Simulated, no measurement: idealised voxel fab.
Proc. module: voxel double patterning
This is section cut - it's 270 nm across, gridded in 5 nm square cells.
Reading order for cross-sections: top band down to bottom band. Underlying form: a grid of square cells. Band size: one or more rows of cells. Heads up on the band format: heights come first, top then bottom, in nm. After that it's the materials left to right, each with its width in nm. A single material flagged "full width" fills the whole band edge to edge, and "empty" means there's empty space there. Heights are expressed relative to 0, this being the level below which the as-received wafer comprises one material exclusively. The lowest band is unbounded in the downward direction and is denoted as in "0 and below". A width given as "30..40" starts at the first number in the band's top row and ends at the second number in its bottom row, shifting by an equal amount at every step from row to row. When a step is marked "all unchanged", none of the cells in the cross-section changed during that step. "Sealed void inventory" specifies each empty space that is not open to the top and that occupies no fewer than 8 cells, using the form width x height at distance, the distance measured from the left edge and all three quantities in nm. Heads up: the bit after the settings on a step's line is the simulator's remark on that step. When a step includes a mask, the "overlay nm" setting on its line states how far to the right of its planned place that mask lay, and negative values state how far to the left.

THE PLANNED PROCESS STEPS ARE ENUMERATED HEREUNDER
step 1: RECEIVE [material Si]
step 2: CONFORMAL_DEP [material SiO2] [thk nm 10]
step 3: DIRECTIONAL_DEP [material TiN] [thk nm 20]
step 4: DIRECTIONAL_DEP [material SiN] [thk nm 5]
step 5: DIRECTIONAL_DEP [material aC] [thk nm 10]
step 6: PATTERN [tone open] [mask id FIRST] [material resist] [width nm 15] [pitch nm 50] [thk nm 30] [overlay nm 0]
step 7: DIRECTIONAL_ETCH [etch materials aC] [depth nm 10]
step 8: STRIP [etch materials resist]
step 9: DIRECTIONAL_ETCH [etch materials SiN] [depth nm 5]
step 10: STRIP [etch materials aC]
step 11: DIRECTIONAL_DEP [material aC] [thk nm 10]
step 12: PATTERN [tone open] [mask id SECOND] [material resist] [width nm 15] [pitch nm 50] [thk nm 30] [overlay nm 0]
step 13: DIRECTIONAL_ETCH [etch materials aC] [depth nm 10]
step 14: STRIP [etch materials resist]
step 15: DIRECTIONAL_ETCH [etch materials SiN] [depth nm 5]
step 16: STRIP [etch materials aC]
step 17: DIRECTIONAL_ETCH [etch materials TiN] [depth nm 20]
step 18: STRIP [etch materials SiN]

WAFER AS RECEIVED: CROSS-SECTION FOLLOWING STEP 1
	0 and below  Si full width
	Sealed void inventory: none

WAFER AT MODULE END, IN SECTION. BEGAN AS ABOVE, PLANNED AS ABOVE, RUN WITH ONE MISTAKE
	30 down to 10  70 TiN, then 25 empty, then 5 TiN, then 15 empty, then 5 TiN, then 25 empty, then 5 TiN, then 15 empty, then 5 TiN, then 25 empty, then 75 TiN
	10 down to 0  SiO2 full width
	0 and below  Si full width
	Sealed void inventory: none
Plan not followed: step 6: run off-plan, actual operation and settings PATTERN [tone open] [mask id FIRST] [material resist] [width nm 25] [pitch nm 50] [thk nm 30] [overlay nm 0]
